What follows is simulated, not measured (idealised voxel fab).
Proc. module: voxel ribs on slabs
The width of the displayed cross-section, cut, is 190 nm; its cells are square, with a size of 5 nm.
Cross-section, as written here: a square-cell grid given band by band from the top down, where a band holds one or more rows of cells.
Basically the band line says how high the top is and how high the bottom is, in nm, and then what's in it from left to right, every material with its width in nm. Empty space shows up as "empty", and if a single material carries "edge to edge" it runs the full band edge to edge.
Height is counted from the level 0, under which the received wafer is composed throughout of one material. The lowest of the bands is not closed at the bottom but continues downward, in the notation "top 0, no bottom".
Width spec "30 to 40" -> top row of cells at first value, bottom row at second value, equal per-row change in between.
It should be understood that the words "remained the same", when stated for a given step, signify that the cross-section underwent no change in any of its cells during that step.
"Enclosed void entries" - sealed voids, min. 8 cells, no opening to top; format: width x height at distance (distance from left edge; nm throughout).
Note: text after step settings on the step line = simulator remark on that step.
overlay nm: on a step with a mask, how far right of its planned place the mask lay; negative means left.

## Planned step list for the process
- 1: RECEIVE (material Si)
- 2: DIRECTIONAL_DEP (material SiO2; thk nm 20)
- 3: DIRECTIONAL_DEP (material SiN; thk nm 20)
- 4: DIRECTIONAL_DEP (material aC; thk nm 15)
- 5: PATTERN (tone cover; mask id RIB; material resist; width nm 20; thk nm 30; overlay nm 0)
- 6: DIRECTIONAL_ETCH (etch materials aC; depth nm 15)
- 7: STRIP (etch materials resist)
- 8: DIRECTIONAL_ETCH (etch materials SiN; depth nm 10)
- 9: STRIP (etch materials aC)
- 10: PATTERN (tone cover; mask id SLAB; material resist; width nm 70; thk nm 15; overlay nm 0)
- 11: DIRECTIONAL_ETCH (etch materials SiN; depth nm 10)
- 12: STRIP (etch materials resist)
- 13: FILL_DEP (material SiO2; thk nm 30)
- 14: CMP (height nm 60)
- 15: DIRECTIONAL_DEP (material W; thk nm 5)
- 16: DIRECTIONAL_DEP (material aC; thk nm 15)
- 17: PATTERN (tone cover; mask id HEATER; material resist; width nm 30; thk nm 30; overlay nm 0)
- 18: DIRECTIONAL_ETCH (etch materials aC; depth nm 15)
- 19: STRIP (etch materials resist)
- 20: DIRECTIONAL_ETCH (etch materials W; depth nm 5)
- 21: STRIP (etch materials aC)
- 22: CONFORMAL_DEP (material SiN; thk nm 5)

## This is the cross-section of the wafer as we received it, i.e. after step 1
  top 0, no bottom | Si edge to edge
  Enclosed void entries: none

## Sectioned view, first of two wafers, at the close of the module, processed as intended in the plan
  top 70, bottom 65 | 75 of empty | 40 of SiN | 75 of empty
  top 65, bottom 60 | 80 of SiN | 30 of W | 80 of SiN
  top 60, bottom 40 | SiO2 edge to edge
  top 40, bottom 30 | 85 of SiO2 | 20 of SiN | 85 of SiO2
  top 30, bottom 20 | 60 of SiO2 | 70 of SiN | 60 of SiO2
  top 20, bottom 0 | SiO2 edge to edge
  top 0, no bottom | Si edge to edge
  Enclosed void entries: none

## This is the second of the two wafers, cross-sectioned at the end of the module; it started exactly like the first and was given the same plan, but it was run with one mistake
  top 70, bottom 65 | 75 of empty | 40 of SiN | 75 of empty
  top 65, bottom 60 | 80 of SiN | 30 of W | 80 of SiN
  top 60, bottom 50 | SiO2 edge to edge
  top 50, bottom 40 | 85 of SiO2 | 20 of SiN | 85 of SiO2
  top 40, bottom 30 | 60 of SiO2 | 70 of SiN | 60 of SiO2
  top 30, bottom 20 | SiN edge to edge
  top 20, bottom 0 | SiO2 edge to edge
  top 0, no bottom | Si edge to edge
  Enclosed void entries: none
What broke from the plan during processing? step 3 off recipe, ran as DIRECTIONAL_DEP (material SiN; thk nm 30)
Bottom line after processing is that, in cells, the second wafer is up or down on some materials versus the first: 76 more of SiN; 76 fewer of SiO2
